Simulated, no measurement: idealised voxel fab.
Process module under the name voxel lift off
cross-section cut | 295 nm wide | cells 5 nm
This document writes a cross-section as a grid whose cells are square, and gives it as bands, listed from the top down; one or more rows of cells form a band. First you get the band's top height and its bottom height, in nm, and then the materials it's made of, left to right, with each width in nm. If you see a single material with "throughout", that one covers the band edge to edge. "air" is empty space. Heads up on the height convention: 0 is the point under which the incoming wafer is all one material, and the lowest band has no bottom, it just keeps going down, like "0..down". Per-row width for "30..40": begins at first number (top row of band), ends at second number (bottom row), increment between rows held constant. Step note "nothing got changed" = no cross-section cell changed. The label "Enclosed void entries" introduces a list of the empty spaces, 8 cells or larger, that have no open way up to the top; each entry in it reads width x height at distance, where the distance is taken from the left edge and all three are stated in nm. On a step's line, text after the settings is the simulator commenting on that step. "overlay nm" denotes, for a step that has a mask, the displacement of the mask to the right of its planned place, with negative values corresponding to the left.
Planned process steps
1 RECEIVE (material Si)
2 CONFORMAL_DEP (material SiO2; thk nm 15)
3 PATTERN (tone open; mask id LINES; material resist; width nm 15; pitch nm 35; thk nm 25; overlay nm 0)
4 DIRECTIONAL_DEP (material Ru; thk nm 15)
5 STRIP (etch materials resist)
6 CONFORMAL_DEP (material SiN; thk nm 5)
Below: the first of two wafers, run as planned
Received-state cross-section, reflecting completion of step 1
  0..down  Si throughout
  Enclosed void entries: none
Once step 2 is through, the wafer looks like this in cross-section
  15..0  SiO2 throughout
  Below a height of 0, the structure has not been altered.
Once step 3 is through, the wafer looks like this in cross-section
  40..15  85 of resist; 15 of air; 20 of resist; 15 of air; 20 of resist; 15 of air; 20 of resist; 15 of air; 90 of resist
  Below a height of 15, the structure has not been altered.
Once step 4 is through, the wafer looks like this in cross-section
  55..40  85 of Ru; 15 of air; 20 of Ru; 15 of air; 20 of Ru; 15 of air; 20 of Ru; 15 of air; 90 of Ru
  40..30  85 of resist; 15 of air; 20 of resist; 15 of air; 20 of resist; 15 of air; 20 of resist; 15 of air; 90 of resist
  30..15  85 of resist; 15 of Ru; 20 of resist; 15 of Ru; 20 of resist; 15 of Ru; 20 of resist; 15 of Ru; 90 of resist
  Below a height of 15, the structure has not been altered.
Once step 5 is through, the wafer looks like this in cross-section
  30..15  85 of air; 15 of Ru; 20 of air; 15 of Ru; 20 of air; 15 of Ru; 20 of air; 15 of Ru; 90 of air
  Below a height of 15, the structure has not been altered.
Once step 6 is through, the wafer looks like this in cross-section
  35..30  80 of air; 25 of SiN; 10 of air; 25 of SiN; 10 of air; 25 of SiN; 10 of air; 25 of SiN; 85 of air
  30..20  80 of air; 5 of SiN; 15 of Ru; 5 of SiN; 10 of air; 5 of SiN; 15 of Ru; 5 of SiN; 10 of air; 5 of SiN; 15 of Ru; 5 of SiN; 10 of air; 5 of SiN; 15 of Ru; 5 of SiN; 85 of air
  20..15  85 of SiN; 15 of Ru; 20 of SiN; 15 of Ru; 20 of SiN; 15 of Ru; 20 of SiN; 15 of Ru; 90 of SiN
  Below a height of 15, the structure has not been altered.
Second wafer: same start and same plan as the first, one execution error; identical to the first through step 1
Cross-section of the second wafer at the time step 2 of the plan should have ended
  30..0  SiO2 throughout
  Below a height of 0, the structure has not been altered.
Cross-section of the second wafer at the time step 3 of the plan should have ended
  55..30  85 of resist; 15 of air; 20 of resist; 15 of air; 20 of resist; 15 of air; 20 of resist; 15 of air; 90 of resist
  Below a height of 30, the structure has not been altered.
Cross-section of the second wafer at the time step 4 of the plan should have ended
  70..55  85 of Ru; 15 of air; 20 of Ru; 15 of air; 20 of Ru; 15 of air; 20 of Ru; 15 of air; 90 of Ru
  55..45  85 of resist; 15 of air; 20 of resist; 15 of air; 20 of resist; 15 of air; 20 of resist; 15 of air; 90 of resist
  45..30  85 of resist; 15 of Ru; 20 of resist; 15 of Ru; 20 of resist; 15 of Ru; 20 of resist; 15 of Ru; 90 of resist
  Below a height of 30, the structure has not been altered.
Cross-section of the second wafer at the time step 5 of the plan should have ended
  45..30  85 of air; 15 of Ru; 20 of air; 15 of Ru; 20 of air; 15 of Ru; 20 of air; 15 of Ru; 90 of air
  Below a height of 30, the structure has not been altered.
Cross-section of the second wafer at the time step 6 of the plan should have ended
  50..45  80 of air; 25 of SiN; 10 of air; 25 of SiN; 10 of air; 25 of SiN; 10 of air; 25 of SiN; 85 of air
  45..35  80 of air; 5 of SiN; 15 of Ru; 5 of SiN; 10 of air; 5 of SiN; 15 of Ru; 5 of SiN; 10 of air; 5 of SiN; 15 of Ru; 5 of SiN; 10 of air; 5 of SiN; 15 of Ru; 5 of SiN; 85 of air
  35..30  85 of SiN; 15 of Ru; 20 of SiN; 15 of Ru; 20 of SiN; 15 of Ru; 20 of SiN; 15 of Ru; 90 of SiN
  Below a height of 30, the structure has not been altered.
It is concluded that the wafer was processed incorrectly with respect to the plan, in that the plan had its step 2 run twice
Bottom line after processing is that, in cells, the second wafer is up or down on some materials versus the first: +177 SiO2
